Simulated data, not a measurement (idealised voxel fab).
process module | voxel self aligned contacts
Pictured: cross-section cut, 235 nm wide, on a grid of 5 nm square cells.
Cross-section spec: square-cell grid; bands listed top down; each band is one or more rows. This entry defines a band. It first specifies the height of the band's top and the height of its bottom in nm, and then specifies the band's materials from left to right, stating each material with its width in nm. The word "full width" identifies a single material that fills the band from edge to edge, while the word "blank" identifies empty space. Note: height 0 marks the level under which the wafer is uniformly one material as received. Lowest band unbounded below, written "0 nm and below". The expression "30..40" gives the width at the extremes of the band, the first number at its top row of cells and the second at its bottom row, with the width changing by equal amounts from each row to the next in between. Given "all unchanged" for a step, no cell of the cross-section differs between before and after that step. The list in "Cavities, sealed" covers empty spaces of 8 cells or more that cannot reach the top through any open way, and it gives each as width x height at distance; the distance is from the left edge, and width, height and distance are in nm. Where a step's line continues beyond its settings, the continuation is a remark by the simulator itself on that step. "overlay nm" answers the question of how far to the right of plan the mask lay on a step that has a mask, and when it is negative the answer is to the left.
PROCESS STEPS FORESEEN IN THE PLAN
1 RECEIVE: material Si
2 CONFORMAL_DEP: material SiO2, thk nm 5
3 DIRECTIONAL_DEP: material polySi, thk nm 30
4 DIRECTIONAL_DEP: material SiN, thk nm 15
5 PATTERN: tone cover, mask id GATE, material resist, width nm 25, pitch nm 50, thk nm 20, overlay nm 0
6 DIRECTIONAL_ETCH: etch materials SiN, depth nm 15
7 DIRECTIONAL_ETCH: etch materials polySi, depth nm 30
8 STRIP: etch materials resist
9 CONFORMAL_DEP: material SiN, thk nm 5
10 DIRECTIONAL_ETCH: etch materials SiN, depth nm 5
11 FILL_DEP: material SiO2, thk nm 15
12 CMP: height nm 60
13 PATTERN: tone open, mask id CONTACT, material resist, width nm 35, pitch nm 50, thk nm 15, overlay nm 0
14 DIRECTIONAL_ETCH: etch materials SiO2, depth nm 60
15 STRIP: etch materials resist
16 CONFORMAL_DEP: material TiN, thk nm 5
17 FILL_DEP: material Ru, thk nm 10
18 CMP: height nm 60
19 CONFORMAL_DEP: material SiCN, thk nm 5
FIRST OF TWO WAFERS, PROCESSED ACCORDING TO PLAN
INCOMING WAFER, CROSS-SECTIONAL VIEW, POST STEP 1
* 0 nm and below: Si full width
* Cavities, sealed: none
CROSS-SECTIONAL REPRESENTATION OF THE WAFER AT THE CONCLUSION OF STEP 2
* 5 nm to 0 nm: SiO2 full width
* Heights below 0 show no change.
CROSS-SECTIONAL REPRESENTATION OF THE WAFER AT THE CONCLUSION OF STEP 3
* 35 nm to 5 nm: polySi full width
* Heights below 5 show no change.
CROSS-SECTIONAL REPRESENTATION OF THE WAFER AT THE CONCLUSION OF STEP 4
* 50 nm to 35 nm: SiN full width
* Heights below 35 show no change.
CROSS-SECTIONAL REPRESENTATION OF THE WAFER AT THE CONCLUSION OF STEP 5
* 70 nm to 50 nm: blank 55 / resist 25 / blank 25 / resist 25 / blank 25 / resist 25 / blank 55
* Heights below 50 show no change.
CROSS-SECTIONAL REPRESENTATION OF THE WAFER AT THE CONCLUSION OF STEP 6
* 70 nm to 50 nm: blank 55 / resist 25 / blank 25 / resist 25 / blank 25 / resist 25 / blank 55
* 50 nm to 35 nm: blank 55 / SiN 25 / blank 25 / SiN 25 / blank 25 / SiN 25 / blank 55
* Heights below 35 show no change.
CROSS-SECTIONAL REPRESENTATION OF THE WAFER AT THE CONCLUSION OF STEP 7
* 70 nm to 50 nm: blank 55 / resist 25 / blank 25 / resist 25 / blank 25 / resist 25 / blank 55
* 50 nm to 35 nm: blank 55 / SiN 25 / blank 25 / SiN 25 / blank 25 / SiN 25 / blank 55
* 35 nm to 5 nm: blank 55 / polySi 25 / blank 25 / polySi 25 / blank 25 / polySi 25 / blank 55
* Heights below 5 show no change.
CROSS-SECTIONAL REPRESENTATION OF THE WAFER AT THE CONCLUSION OF STEP 8
* 50 nm to 35 nm: blank 55 / SiN 25 / blank 25 / SiN 25 / blank 25 / SiN 25 / blank 55
* Heights below 35 show no change.
CROSS-SECTIONAL REPRESENTATION OF THE WAFER AT THE CONCLUSION OF STEP 9
* 55 nm to 35 nm: blank 50 / SiN 35 / blank 15 / SiN 35 / blank 15 / SiN 35 / blank 50
* 35 nm to 10 nm: blank 50 / SiN 5 / polySi 25 / SiN 5 / blank 15 / SiN 5 / polySi 25 / SiN 5 / blank 15 / SiN 5 / polySi 25 / SiN 5 / blank 50
* 10 nm to 5 nm: SiN 55 / polySi 25 / SiN 25 / polySi 25 / SiN 25 / polySi 25 / SiN 55
* Heights below 5 show no change.
CROSS-SECTIONAL REPRESENTATION OF THE WAFER AT THE CONCLUSION OF STEP 10
* 50 nm to 35 nm: blank 50 / SiN 35 / blank 15 / SiN 35 / blank 15 / SiN 35 / blank 50
* 35 nm to 5 nm: blank 50 / SiN 5 / polySi 25 / SiN 5 / blank 15 / SiN 5 / polySi 25 / SiN 5 / blank 15 / SiN 5 / polySi 25 / SiN 5 / blank 50
* Heights below 5 show no change.
CROSS-SECTIONAL REPRESENTATION OF THE WAFER AT THE CONCLUSION OF STEP 11
* 65 nm to 50 nm: SiO2 full width
* 50 nm to 35 nm: SiO2 50 / SiN 35 / SiO2 15 / SiN 35 / SiO2 15 / SiN 35 / SiO2 50
* 35 nm to 5 nm: SiO2 50 / SiN 5 / polySi 25 / SiN 5 / SiO2 15 / SiN 5 / polySi 25 / SiN 5 / SiO2 15 / SiN 5 / polySi 25 / SiN 5 / SiO2 50
* Heights below 5 show no change.
CROSS-SECTIONAL REPRESENTATION OF THE WAFER AT THE CONCLUSION OF STEP 12
* 60 nm to 50 nm: SiO2 full width
* Heights below 50 show no change.
CROSS-SECTIONAL REPRESENTATION OF THE WAFER AT THE CONCLUSION OF STEP 13
* 75 nm to 60 nm: resist 75 / blank 35 / resist 15 / blank 35 / resist 75
* Heights below 60 show no change.
CROSS-SECTIONAL REPRESENTATION OF THE WAFER AT THE CONCLUSION OF STEP 14
* 75 nm to 60 nm: resist 75 / blank 35 / resist 15 / blank 35 / resist 75
* 60 nm to 50 nm: SiO2 75 / blank 35 / SiO2 15 / blank 35 / SiO2 75
* 50 nm to 35 nm: SiO2 50 / SiN 35 / blank 15 / SiN 35 / blank 15 / SiN 35 / SiO2 50
* 35 nm to 5 nm: SiO2 50 / SiN 5 / polySi 25 / SiN 5 / blank 15 / SiN 5 / polySi 25 / SiN 5 / blank 15 / SiN 5 / polySi 25 / SiN 5 / SiO2 50
* 5 nm to 0 nm: SiO2 85 / blank 15 / SiO2 35 / blank 15 / SiO2 85
* Heights below 0 show no change.
CROSS-SECTIONAL REPRESENTATION OF THE WAFER AT THE CONCLUSION OF STEP 15
* 60 nm to 50 nm: SiO2 75 / blank 35 / SiO2 15 / blank 35 / SiO2 75
* Heights below 50 show no change.
CROSS-SECTIONAL REPRESENTATION OF THE WAFER AT THE CONCLUSION OF STEP 16
* 65 nm to 60 nm: TiN 80 / blank 25 / TiN 25 / blank 25 / TiN 80
* 60 nm to 50 nm: SiO2 75 / TiN 5..15 / blank 25..5 / TiN 5..15 / SiO2 15 / TiN 5..15 / blank 25..5 / TiN 5..15 / SiO2 75
* 50 nm to 35 nm: SiO2 50 / SiN 35 / TiN 5 / blank 5 / TiN 5 / SiN 35 / TiN 5 / blank 5 / TiN 5 / SiN 35 / SiO2 50
* 35 nm to 5 nm: SiO2 50 / SiN 5 / polySi 25 / SiN 5 / TiN 5 / blank 5 / TiN 5 / SiN 5 / polySi 25 / SiN 5 / TiN 5 / blank 5 / TiN 5 / SiN 5 / polySi 25 / SiN 5 / SiO2 50
* 5 nm to 0 nm: SiO2 85 / TiN 15 / SiO2 35 / TiN 15 / SiO2 85
* Heights below 0 show no change.
CROSS-SECTIONAL REPRESENTATION OF THE WAFER AT THE CONCLUSION OF STEP 17
* 75 nm to 65 nm: Ru full width
* 65 nm to 60 nm: TiN 80 / Ru 25 / TiN 25 / Ru 25 / TiN 80
* 60 nm to 50 nm: SiO2 75 / TiN 5..15 / Ru 25..5 / TiN 5..15 / SiO2 15 / TiN 5..15 / Ru 25..5 / TiN 5..15 / SiO2 75
* 50 nm to 35 nm: SiO2 50 / SiN 35 / TiN 5 / Ru 5 / TiN 5 / SiN 35 / TiN 5 / Ru 5 / TiN 5 / SiN 35 / SiO2 50
* 35 nm to 5 nm: SiO2 50 / SiN 5 / polySi 25 / SiN 5 / TiN 5 / Ru 5 / TiN 5 / SiN 5 / polySi 25 / SiN 5 / TiN 5 / Ru 5 / TiN 5 / SiN 5 / polySi 25 / SiN 5 / SiO2 50
* Heights below 5 show no change.
CROSS-SECTIONAL REPRESENTATION OF THE WAFER AT THE CONCLUSION OF STEP 18
* 60 nm to 50 nm: SiO2 75 / TiN 5..15 / Ru 25..5 / TiN 5..15 / SiO2 15 / TiN 5..15 / Ru 25..5 / TiN 5..15 / SiO2 75
* Heights below 50 show no change.
CROSS-SECTIONAL REPRESENTATION OF THE WAFER AT THE CONCLUSION OF STEP 19
* 65 nm to 60 nm: SiCN full width
* Heights below 60 show no change.
SECOND WAFER: LIKE START, LIKE PLAN, ONE MISTAKE. THROUGH STEP 12 IT MATCHES THE FIRST WAFER
SECOND WAFER: CROSS-SECTION AT THE SCHEDULED END OF STEP 13
* 75 nm to 60 nm: blank 75 / resist 35 / blank 15 / resist 35 / blank 75
* Heights below 60 show no change.
SECOND WAFER: CROSS-SECTION AT THE SCHEDULED END OF STEP 14
* 75 nm to 60 nm: blank 75 / resist 35 / blank 15 / resist 35 / blank 75
* 60 nm to 50 nm: blank 75 / SiO2 35 / blank 15 / SiO2 35 / blank 75
* 50 nm to 35 nm: blank 50 / SiN 35 / SiO2 15 / SiN 35 / SiO2 15 / SiN 35 / blank 50
* 35 nm to 5 nm: blank 50 / SiN 5 / polySi 25 / SiN 5 / SiO2 15 / SiN 5 / polySi 25 / SiN 5 / SiO2 15 / SiN 5 / polySi 25 / SiN 5 / blank 50
* 5 nm to 0 nm: blank 50 / SiO2 135 / blank 50
* Heights below 0 show no change.
SECOND WAFER: CROSS-SECTION AT THE SCHEDULED END OF STEP 15
* 60 nm to 50 nm: blank 75 / SiO2 35 / blank 15 / SiO2 35 / blank 75
* Heights below 50 show no change.
SECOND WAFER: CROSS-SECTION AT THE SCHEDULED END OF STEP 16
* 65 nm to 60 nm: blank 70 / TiN 45 / blank 5 / TiN 45 / blank 70
* 60 nm to 55 nm: blank 70 / TiN 5 / SiO2 35 / TiN 5 / blank 5 / TiN 5 / SiO2 35 / TiN 5 / blank 70
* 55 nm to 50 nm: blank 45 / TiN 30 / SiO2 35 / TiN 15 / SiO2 35 / TiN 30 / blank 45
* 50 nm to 35 nm: blank 45 / TiN 5 / SiN 35 / SiO2 15 / SiN 35 / SiO2 15 / SiN 35 / TiN 5 / blank 45
* 35 nm to 5 nm: blank 45 / TiN 5 / SiN 5 / polySi 25 / SiN 5 / SiO2 15 / SiN 5 / polySi 25 / SiN 5 / SiO2 15 / SiN 5 / polySi 25 / SiN 5 / TiN 5 / blank 45
* 5 nm to 0 nm: TiN 50 / SiO2 135 / TiN 50
* Heights below 0 show no change.
SECOND WAFER: CROSS-SECTION AT THE SCHEDULED END OF STEP 17
* 75 nm to 65 nm: Ru full width
* 65 nm to 60 nm: Ru 70 / TiN 45 / Ru 5 / TiN 45 / Ru 70
* 60 nm to 55 nm: Ru 70 / TiN 5 / SiO2 35 / TiN 5 / Ru 5 / TiN 5 / SiO2 35 / TiN 5 / Ru 70
* 55 nm to 50 nm: Ru 45 / TiN 30 / SiO2 35 / TiN 15 / SiO2 35 / TiN 30 / Ru 45
* 50 nm to 35 nm: Ru 45 / TiN 5 / SiN 35 / SiO2 15 / SiN 35 / SiO2 15 / SiN 35 / TiN 5 / Ru 45
* 35 nm to 5 nm: Ru 45 / TiN 5 / SiN 5 / polySi 25 / SiN 5 / SiO2 15 / SiN 5 / polySi 25 / SiN 5 / SiO2 15 / SiN 5 / polySi 25 / SiN 5 / TiN 5 / Ru 45
* Heights below 5 show no change.
SECOND WAFER: CROSS-SECTION AT THE SCHEDULED END OF STEP 18
* 60 nm to 55 nm: Ru 70 / TiN 5 / SiO2 35 / TiN 5 / Ru 5 / TiN 5 / SiO2 35 / TiN 5 / Ru 70
* Heights below 55 show no change.
SECOND WAFER: CROSS-SECTION AT THE SCHEDULED END OF STEP 19
* 65 nm to 60 nm: SiCN full width
* Heights below 60 show no change.
Run error: it should be noted that step 13 was executed with settings other than those planned, the operation and settings actually applied being PATTERN: tone cover, mask id CONTACT, material resist, width nm 35, pitch nm 50, thk nm 15, overlay nm 0
Counted in cells at the end, the second wafer holds more or fewer of these materials than the first: 179 more of Ru, 178 fewer of SiO2, 1 fewer of TiN
